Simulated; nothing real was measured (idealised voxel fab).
The following is a process module called voxel self aligned vias.
FYI the section here is cut, 255 nm wide, cells are 5 nm squares.
Cross-section, as written here: a square-cell grid given band by band from the top down, where a band holds one or more rows of cells. In this notation a band is specified by the heights of its top and bottom, in that order and in nm, after which its materials appear from left to right, each paired with its width in nm. The word "edge to edge" attached to a single material means that material fills the band from edge to edge; the word "blank" stands for empty space. Heads up on the height convention: 0 is the point under which the incoming wafer is all one material, and the lowest band has no bottom, it just keeps going down, like "0 and below". Per-row width for "30..40": begins at first number (top row of band), ends at second number (bottom row), increment between rows held constant. Key: "nothing different" - step with no changed cell in the cross-section. In "Closed void list" the enclosed voids are listed, meaning empty spaces of 8 cells or larger without any opening to the top. The form is width x height at distance, distance from the left edge, units nm. It should be noted that, on the line of a given step, the content following the step's settings is a remark produced by the simulator itself with respect to that step. Among the settings permitted on a step's line is "overlay nm"; applied to a step with a mask, it specifies the extent to which the mask lay to the right of its planned position, whereas a negative figure signifies a position to the left.
Plan:
step 1: RECEIVE (material Si)
step 2: CONFORMAL_DEP (material SiO2; thk nm 15)
step 3: CONFORMAL_DEP (material SiCN; thk nm 5)
step 4: DIRECTIONAL_DEP (material SiO2; thk nm 20)
step 5: PATTERN (tone open; mask id LINES; material resist; width nm 30; pitch nm 80; thk nm 20; overlay nm 0)
step 6: DIRECTIONAL_ETCH (etch materials SiO2; depth nm 20)
step 7: STRIP (etch materials resist)
step 8: CONFORMAL_DEP (material TiN; thk nm 5)
step 9: FILL_DEP (material W; thk nm 10)
step 10: CMP (height nm 40)
step 11: SELECTIVE_ETCH (etch materials W Ru TiN; depth nm 5)
step 12: FILL_DEP (material SiN; thk nm 10)
step 13: CMP (height nm 40)
step 14: DIRECTIONAL_DEP (material SiO2; thk nm 20)
step 15: DIRECTIONAL_DEP (material aC; thk nm 15)
step 16: PATTERN (tone open; mask id VIAS; material resist; width nm 50; thk nm 30; overlay nm 0)
step 17: DIRECTIONAL_ETCH (etch materials aC; depth nm 15)
step 18: STRIP (etch materials resist)
step 19: DIRECTIONAL_ETCH (etch materials SiO2; depth nm 20)
step 20: DIRECTIONAL_ETCH (etch materials SiN; depth nm 5)
step 21: STRIP (etch materials aC)
step 22: CONFORMAL_DEP (material TiN; thk nm 5)
step 23: FILL_DEP (material Cu; thk nm 5)
step 24: CMP (height nm 60)
step 25: CONFORMAL_DEP (material SiN; thk nm 5)
Cross-section of the wafer upon arrival, representing the state reached after step 1:
    0 and below  Si edge to edge
    Closed void list: none
Wafer at module end, in section. Began as above, planned as above, run with one mistake:
    65 down to 60  SiN edge to edge
    60 down to 45  65 SiO2; 5 TiN; 40 Cu; 5 TiN; 140 SiO2
    45 down to 40  65 SiO2; 10 TiN; 20 Cu; 20 TiN; 140 SiO2
    40 down to 35  70 SiO2; 30 TiN; 50 SiO2; 30 SiN; 75 SiO2
    35 down to 25  70 SiO2; 5 TiN; 20 W; 5 TiN; 50 SiO2; 5 TiN; 20 W; 5 TiN; 75 SiO2
    25 down to 20  70 SiO2; 30 TiN; 50 SiO2; 30 TiN; 75 SiO2
    20 down to 15  SiCN edge to edge
    15 down to 0  SiO2 edge to edge
    0 and below  Si edge to edge
    Closed void list: none
The plan and the run diverged here: step 16 deviated from plan and actually ran as PATTERN (tone open; mask id VIAS; material resist; width nm 50; thk nm 30; overlay nm 5)
